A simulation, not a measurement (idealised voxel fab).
Documented hereafter: the process module known as voxel transistor to metal.
Shown is cross-section cut, with a width of 145 nm and square cells of size 5 nm.
Cross-section, as written here: a square-cell grid given band by band from the top down, where a band holds one or more rows of cells. Band entry format. Leading values: height of top, height of bottom, nm. Remainder: materials in left-to-right order, each with its width in nm. Special words: "throughout" on a single material, which then fills the band edge to edge; "blank", empty space. Heights are reckoned from 0. Under this level, the received wafer is all of one material. The bottommost band is open-ended downward, for example "0..down". Top row gets the first number, bottom row gets the second, and each row in between changes by the same step: that is how a band width like "30..40" works. The designation "remained the same", where it is given for a processing step, indicates that no cell of the cross-section was altered in the course of that step. What "Closed void catalog" gives you is every empty space of 8 cells or more that is cut off from the top. Each appears as width x height at distance, with the distance taken from the left edge and width, height and distance all in nm. Anything after a step's settings on that line? It's the simulator's own note about the step. On any step carrying a mask, the "overlay nm" setting, if present on the step's line, tells how far right of its planned place the mask lay; negative values point to the left.

The following list gives the planned process steps:
1 op RECEIVE | material Si
2 op CONFORMAL_DEP | material SiO2 | thk nm 5
3 op CONFORMAL_DEP | material SiN | thk nm 15
4 op MASKED_ETCH | tone cover | mask id ACTIVE | width nm 105 | etch materials SiN | depth nm 15 | overlay nm 0
5 op MASKED_ETCH | tone cover | mask id ACTIVE | width nm 105 | etch materials SiO2 | depth nm 5 | overlay nm 0
6 op MASKED_ETCH | tone cover | mask id ACTIVE | width nm 105 | etch materials Si | depth nm 30 | overlay nm 0
7 op FILL_DEP | material SiO2 | thk nm 15
8 op CMP | height nm 20
9 op SELECTIVE_ETCH | etch materials SiO2 | depth nm 10
10 op STRIP | etch materials SiN
11 op SELECTIVE_ETCH | etch materials SiO2 | depth nm 5
12 op OXIDIZE | depth nm 5
13 op DIRECTIONAL_DEP | material polySi | thk nm 20
14 op DIRECTIONAL_DEP | material SiCN | thk nm 10
15 op MASKED_ETCH | tone cover | mask id GATE | width nm 15 | etch materials SiCN | depth nm 20 | overlay nm 0
16 op MASKED_ETCH | tone cover | mask id GATE | width nm 15 | etch materials polySi | depth nm 30 | overlay nm 0
17 op CONFORMAL_DEP | material SiO2 | thk nm 5
18 op DIRECTIONAL_ETCH | etch materials SiO2 | depth nm 5
19 op CONFORMAL_DEP | material SiN | thk nm 5
20 op DIRECTIONAL_ETCH | etch materials SiN | depth nm 5
21 op DIRECTIONAL_ETCH | etch materials SiO2 | depth nm 5
22 op DIRECTIONAL_ETCH | etch materials Si | depth nm 10
23 op EPI | material SiGe | thk nm 15
24 op FILL_DEP | material SiO2 | thk nm 10
25 op CMP | height nm 30
26 op DIRECTIONAL_DEP | material SiO2 | thk nm 15
27 op MASKED_ETCH | tone open | mask id CONTACT | width nm 30 | pitch nm 55 | etch materials SiO2 | depth nm 35 | overlay nm 0
28 op CONFORMAL_DEP | material TiN | thk nm 5
29 op FILL_DEP | material W | thk nm 5
30 op CMP | height nm 45
31 op CONFORMAL_DEP | material SiN | thk nm 5
32 op DIRECTIONAL_DEP | material SiO2 | thk nm 20
33 op DIRECTIONAL_DEP | material aC | thk nm 10
34 op PATTERN | tone open | mask id METAL_1 | material resist | width nm 15 | pitch nm 70 | thk nm 30 | overlay nm 0
35 op DIRECTIONAL_ETCH | etch materials aC | depth nm 10
36 op STRIP | etch materials resist
37 op DIRECTIONAL_ETCH | etch materials SiO2 | depth nm 20
38 op DIRECTIONAL_ETCH | etch materials SiN | depth nm 5
39 op STRIP | etch materials aC
40 op CONFORMAL_DEP | material TiN | thk nm 5
41 op FILL_DEP | material W | thk nm 10
42 op CMP | height nm 70
43 op CONFORMAL_DEP | material SiCN | thk nm 5
44 op DIRECTIONAL_DEP | material lowk | thk nm 35
45 op MASKED_ETCH | tone open | mask id METAL_2 | width nm 15 | pitch nm 70 | etch materials lowk | depth nm 20 | overlay nm 0
46 op DIRECTIONAL_DEP | material aC | thk nm 15
47 op PATTERN | tone open | mask id METAL_2_HOLES | material resist | width nm 15 | pitch nm 70 | thk nm 30 | overlay nm 0
48 op DIRECTIONAL_ETCH | etch materials aC | depth nm 15
49 op STRIP | etch materials resist
50 op DIRECTIONAL_ETCH | etch materials lowk | depth nm 15
51 op DIRECTIONAL_ETCH | etch materials SiCN | depth nm 5
52 op STRIP | etch materials aC
53 op CONFORMAL_DEP | material TiN | thk nm 5
54 op FILL_DEP | material Ru | thk nm 10
55 op CMP | height nm 110
56 op CONFORMAL_DEP | material SiN | thk nm 5

The cross-section here shows the wafer as received, i.e. in its state after step 1:
- 0..down: Si throughout
- Closed void catalog: none

This is how the wafer looks in cross-section once the module is done, given the starting state and plan above and one mistake in carrying the plan out:
- 115..110: SiN throughout
- 110..75: lowk 30; TiN 5; Ru 5; TiN 5; lowk 55; TiN 5; Ru 5; TiN 5; lowk 30
- 75..70: SiCN 30; TiN 15; SiCN 55; TiN 15; SiCN 30
- 70..50: SiO2 30; TiN 5; W 5; TiN 5; SiO2 55; TiN 5; W 5; TiN 5; SiO2 30
- 50..45: SiN 30; TiN 15; SiN 55; TiN 15; SiN 30
- 45..35: SiO2 30; TiN 5; W 20; TiN 5; SiO2 25; TiN 5; W 20; TiN 5; SiO2 30
- 35..30: SiO2 30; TiN 5; W 15; TiN 10; SiO2 25; TiN 10; W 15; TiN 5; SiO2 30
- 30..25: SiO2 30; TiN 5; W 15; TiN 5; SiN 5; SiO2 5; SiCN 15; SiO2 5; SiN 5; TiN 5; W 15; TiN 5; SiO2 30
- 25..20: SiO2 30; TiN 5; W 15; TiN 5; SiN 5; SiO2 5; polySi 15; SiO2 5; SiN 5; TiN 5; W 15; TiN 5; SiO2 30
- 20..15: SiO2 30; TiN 25; SiN 5; SiO2 5; polySi 15; SiO2 5; SiN 5; TiN 25; SiO2 30
- 15..10: SiO2 30; TiN 10; SiGe 15; SiN 5; SiO2 5; polySi 15; SiO2 5; SiN 5; SiGe 15; TiN 10; SiO2 30
- 10..5: SiGe 55; SiN 5; SiO2 5; polySi 15; SiO2 5; SiN 5; SiGe 55
- 5..0: SiGe 15; SiN 5; SiGe 35; SiO2 35; SiGe 35; SiN 5; SiGe 15
- 0..-5: SiGe 15; SiO2 15; SiGe 25; Si 35; SiGe 25; SiO2 15; SiGe 15
- -5..-10: SiGe 15; Si 15; SiGe 25; Si 35; SiGe 25; Si 15; SiGe 15
- -10..-15: SiGe 15; Si 115; SiGe 15
- -15..down: Si throughout
- Closed void catalog: none
Processing error: it should be noted that step 4 was executed with settings other than those planned, the operation and settings actually applied being op MASKED_ETCH | tone open | mask id ACTIVE | width nm 105 | etch materials SiN | depth nm 15 | overlay nm 0
